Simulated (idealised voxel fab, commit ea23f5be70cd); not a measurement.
This is a process module. Its name is voxel fin reveal.
Cross-sectional view cut (width: 250 nm; square cell size: 5 nm).
For the purposes of this document, a cross-section shall be understood as a grid of square cells, specified as bands listed in top-to-bottom order, each band consisting of one or more rows of cells. The entry gives the band's vertical extent as a top height and a bottom height in nm, then its horizontal make-up as materials from left to right, each with a width in nm. "empty" stands for empty space; a single material marked "edge to edge" fills the band edge to edge. Counting heights begins at 0, where everything beneath is, in the wafer as received, one material. The lowest band has no bottom; it goes on downwards, as "top 0, no bottom" shows. The two numbers in a width such as "30 to 40" mark its ends across the band: the first belongs to the top row of cells, the second to the bottom row, and from each row to the next the width moves by the same amount. Where a step carries "no change", the cross-section came out of it unchanged, cell for cell. If an empty space has no open way to the top and is at least 8 cells in size, "Completely enclosed voids" lists it, written width x height at distance, where distance is measured from the left edge and every value is in nm. Heads up: the bit after the settings on a step's line is the simulator's remark on that step. overlay nm: how far to the right of its planned place the mask lay on this masked step (negative: to the left).

-- This section lists the process steps that were planned
1. RECEIVE (material Si)
2. CONFORMAL_DEP (material SiN; thk nm 10)
3. DIRECTIONAL_DEP (material aC; thk nm 10)
4. PATTERN (tone cover; mask id FINS; material resist; width nm 15; pitch nm 40; thk nm 30; overlay nm 0)
5. DIRECTIONAL_ETCH (etch materials aC; depth nm 10)
6. STRIP (etch materials resist)
7. DIRECTIONAL_ETCH (etch materials SiN; depth nm 10)
8. DIRECTIONAL_ETCH (etch materials Si; depth nm 40)
9. STRIP (etch materials aC)
10. FILL_DEP (material SiO2; thk nm 10)
11. CMP (height nm 10)
12. SELECTIVE_ETCH (etch materials SiO2; depth nm 30)
13. STRIP (etch materials SiN)

-- Account of the first of two wafers, which was processed as intended

-- Cross-section: wafer on arrival = after step 1
	top 0, no bottom  Si edge to edge
	Completely enclosed voids: none

-- The wafer, seen in cross-section, after step 2
	top 10, bottom 0  SiN edge to edge
	Note: structure below 0 unchanged.

-- The wafer, seen in cross-section, after step 3
	top 20, bottom 10  aC edge to edge
	Note: structure below 10 unchanged.

-- The wafer, seen in cross-section, after step 4
	top 50, bottom 20  75 nm empty | 15 nm resist | 25 nm empty | 15 nm resist | 25 nm empty | 15 nm resist | 80 nm empty
	Note: structure below 20 unchanged.

-- The wafer, seen in cross-section, after step 5
	top 40, bottom 20  75 nm empty | 15 nm resist | 25 nm empty | 15 nm resist | 25 nm empty | 15 nm resist | 80 nm empty
	top 20, bottom 10  75 nm empty | 15 nm aC | 25 nm empty | 15 nm aC | 25 nm empty | 15 nm aC | 80 nm empty
	Note: structure below 10 unchanged.

-- The wafer, seen in cross-section, after step 6
	top 20, bottom 10  75 nm empty | 15 nm aC | 25 nm empty | 15 nm aC | 25 nm empty | 15 nm aC | 80 nm empty
	Note: structure below 10 unchanged.

-- The wafer, seen in cross-section, after step 7
	top 20, bottom 10  75 nm empty | 15 nm aC | 25 nm empty | 15 nm aC | 25 nm empty | 15 nm aC | 80 nm empty
	top 10, bottom 0  75 nm empty | 15 nm SiN | 25 nm empty | 15 nm SiN | 25 nm empty | 15 nm SiN | 80 nm empty
	Note: structure below 0 unchanged.

-- The wafer, seen in cross-section, after step 8
	top 20, bottom 10  75 nm empty | 15 nm aC | 25 nm empty | 15 nm aC | 25 nm empty | 15 nm aC | 80 nm empty
	top 10, bottom 0  75 nm empty | 15 nm SiN | 25 nm empty | 15 nm SiN | 25 nm empty | 15 nm SiN | 80 nm empty
	top 0, bottom -40  75 nm empty | 15 nm Si | 25 nm empty | 15 nm Si | 25 nm empty | 15 nm Si | 80 nm empty
	Note: structure below -40 unchanged.

-- The wafer, seen in cross-section, after step 9
	top 10, bottom 0  75 nm empty | 15 nm SiN | 25 nm empty | 15 nm SiN | 25 nm empty | 15 nm SiN | 80 nm empty
	Note: structure below 0 unchanged.

-- The wafer, seen in cross-section, after step 10
	top 20, bottom 10  SiO2 edge to edge
	top 10, bottom 0  75 nm SiO2 | 15 nm SiN | 25 nm SiO2 | 15 nm SiN | 25 nm SiO2 | 15 nm SiN | 80 nm SiO2
	top 0, bottom -40  75 nm SiO2 | 15 nm Si | 25 nm SiO2 | 15 nm Si | 25 nm SiO2 | 15 nm Si | 80 nm SiO2
	Note: structure below -40 unchanged.

-- The wafer, seen in cross-section, after step 11
	top 10, bottom 0  75 nm SiO2 | 15 nm SiN | 25 nm SiO2 | 15 nm SiN | 25 nm SiO2 | 15 nm SiN | 80 nm SiO2
	Note: structure below 0 unchanged.

-- The wafer, seen in cross-section, after step 12
	top 10, bottom 0  75 nm empty | 15 nm SiN | 25 nm empty | 15 nm SiN | 25 nm empty | 15 nm SiN | 80 nm empty
	top 0, bottom -20  75 nm empty | 15 nm Si | 25 nm empty | 15 nm Si | 25 nm empty | 15 nm Si | 80 nm empty
	Note: structure below -20 unchanged.

-- The wafer, seen in cross-section, after step 13
	top 0, bottom -20  75 nm empty | 15 nm Si | 25 nm empty | 15 nm Si | 25 nm empty | 15 nm Si | 80 nm empty
	Note: structure below -20 unchanged.

-- Wafer two. Same start, same plan, one slip in execution. Same as wafer one through step 11, inclusive

-- Cross-section: second wafer, time at which step 12 was scheduled to end
	top 10, bottom 0  75 nm SiO2 | 15 nm empty | 25 nm SiO2 | 15 nm empty | 25 nm SiO2 | 15 nm empty | 80 nm SiO2
	Note: structure below 0 unchanged.

-- Cross-section: second wafer, time at which step 13 was scheduled to end
	top 0, bottom -20  75 nm empty | 15 nm Si | 25 nm empty | 15 nm Si | 25 nm empty | 15 nm Si | 80 nm empty
	top -20, bottom -30  45 nm SiO2 | 30 nm empty | 15 nm Si | 25 nm empty | 15 nm Si | 25 nm empty | 15 nm Si | 30 nm empty | 50 nm SiO2
	Note: structure below -30 unchanged.
Misprocessing identified: deviation from plan: step 13 and step 12 executed in one another's positions
Counted in cells at the end, the second wafer holds more or fewer of these materials than the first: SiO2: 44 fewer
